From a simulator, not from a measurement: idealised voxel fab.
Presented below is a process module, voxel gate over fins.
Shown is cross-section cut, with a width of 205 nm and square cells of size 5 nm.
A cross-section is a grid of square cells, given in bands from the top down. A band is one or more rows of cells.
A band entry consists of two parts. The first gives the height of the band's top and the height of its bottom, in nm. The rest lists the band's materials from left to right, each with its width in nm. A single material labelled with the word "all across" fills the band from edge to edge, and the word "blank" marks empty space.
All heights in this document are referenced to 0, defined as the level beneath which the wafer, as received, consists entirely of one material. The lowest band is not bounded below; it extends indefinitely downward and is written in the form "0..down".
Per-row width for "30 to 40": begins at first number (top row of band), ends at second number (bottom row), increment between rows held constant.
For the purposes of this document, the phrase "left unchanged" attached to a step denotes that no cell within the cross-section was modified by that step.
"Trapped void list" means: voids of 8 cells or more that are shut off from the top with no open way through. Written width x height at distance, distance from the left edge, in nm.
The remark found on a step's line after its settings is issued by the simulator itself and pertains to that step.
overlay nm: for a step with a mask, the amount by which the mask lay right of where it was planned; a negative amount means left of it.

Process steps - plan
1,op RECEIVE | material Si
2,op CONFORMAL_DEP | material SiN | thk nm 5
3,op DIRECTIONAL_DEP | material aC | thk nm 15
4,op PATTERN | tone cover | mask id FINS | material resist | width nm 15 | pitch nm 45 | thk nm 30 | overlay nm 0
5,op DIRECTIONAL_ETCH | etch materials aC | depth nm 15
6,op STRIP | etch materials resist
7,op DIRECTIONAL_ETCH | etch materials SiN | depth nm 5
8,op DIRECTIONAL_ETCH | etch materials Si | depth nm 40
9,op STRIP | etch materials aC
10,op FILL_DEP | material SiO2 | thk nm 5
11,op CMP | height nm 5
12,op SELECTIVE_ETCH | etch materials SiO2 | depth nm 20
13,op STRIP | etch materials SiN
14,op CONFORMAL_DEP | material HfO2 | thk nm 5
15,op CONFORMAL_DEP | material TiN | thk nm 5
16,op FILL_DEP | material W | thk nm 15
17,op CMP | height nm 20
18,op CONFORMAL_DEP | material SiCN | thk nm 10

Cross-section of the wafer as it came to us, i.e., already through step 1
- 0..down = Si all across
- Trapped void list: none

As-planned run: cross-section of the first of two wafers at end of module
- 30..20 = SiCN all across
- 20..10 = W all across
- 10..5 = W=15; TiN=35; W=10; TiN=35; W=10; TiN=35; W=10; TiN=35; W=20
- 5..0 = W=15; TiN=5; HfO2=25; TiN=5; W=10; TiN=5; HfO2=25; TiN=5; W=10; TiN=5; HfO2=25; TiN=5; W=10; TiN=5; HfO2=25; TiN=5; W=20
- 0..-5 = W=15; TiN=5; HfO2=5; Si=15; HfO2=5; TiN=5; W=10; TiN=5; HfO2=5; Si=15; HfO2=5; TiN=5; W=10; TiN=5; HfO2=5; Si=15; HfO2=5; TiN=5; W=10; TiN=5; HfO2=5; Si=15; HfO2=5; TiN=5; W=20
- -5..-10 = TiN=20; HfO2=5; Si=15; HfO2=5; TiN=20; HfO2=5; Si=15; HfO2=5; TiN=20; HfO2=5; Si=15; HfO2=5; TiN=20; HfO2=5; Si=15; HfO2=5; TiN=25
- -10..-15 = HfO2=25; Si=15; HfO2=30; Si=15; HfO2=30; Si=15; HfO2=30; Si=15; HfO2=30
- -15..-40 = SiO2=25; Si=15; SiO2=30; Si=15; SiO2=30; Si=15; SiO2=30; Si=15; SiO2=30
- -40..down = Si all across
- Trapped void list: none

Presented here is a cross-section of the second of the two wafers as it stood at the end of the module. It was started in the same manner and assigned the same plan as the first wafer; however, one mistake was made in its execution
- 30..20 = SiCN all across
- 20..10 = W all across
- 10..5 = W=15; HfO2=35; W=10; HfO2=35; W=10; HfO2=35; W=10; HfO2=35; W=20
- 5..0 = W=15; HfO2=5; TiN=25; HfO2=5; W=10; HfO2=5; TiN=25; HfO2=5; W=10; HfO2=5; TiN=25; HfO2=5; W=10; HfO2=5; TiN=25; HfO2=5; W=20
- 0..-5 = W=15; HfO2=5; TiN=5; Si=15; TiN=5; HfO2=5; W=10; HfO2=5; TiN=5; Si=15; TiN=5; HfO2=5; W=10; HfO2=5; TiN=5; Si=15; TiN=5; HfO2=5; W=10; HfO2=5; TiN=5; Si=15; TiN=5; HfO2=5; W=20
- -5..-10 = HfO2=20; TiN=5; Si=15; TiN=5; HfO2=20; TiN=5; Si=15; TiN=5; HfO2=20; TiN=5; Si=15; TiN=5; HfO2=20; TiN=5; Si=15; TiN=5; HfO2=25
- -10..-15 = TiN=25; Si=15; TiN=30; Si=15; TiN=30; Si=15; TiN=30; Si=15; TiN=30
- -15..-40 = SiO2=25; Si=15; SiO2=30; Si=15; SiO2=30; Si=15; SiO2=30; Si=15; SiO2=30
- -40..down = Si all across
- Trapped void list: none
Processing error: step 14 ran in the slot meant for step 15, and vice versa
Tallied in cells, the final second wafer holds each material in the same quantity as the first, although not at the same places.
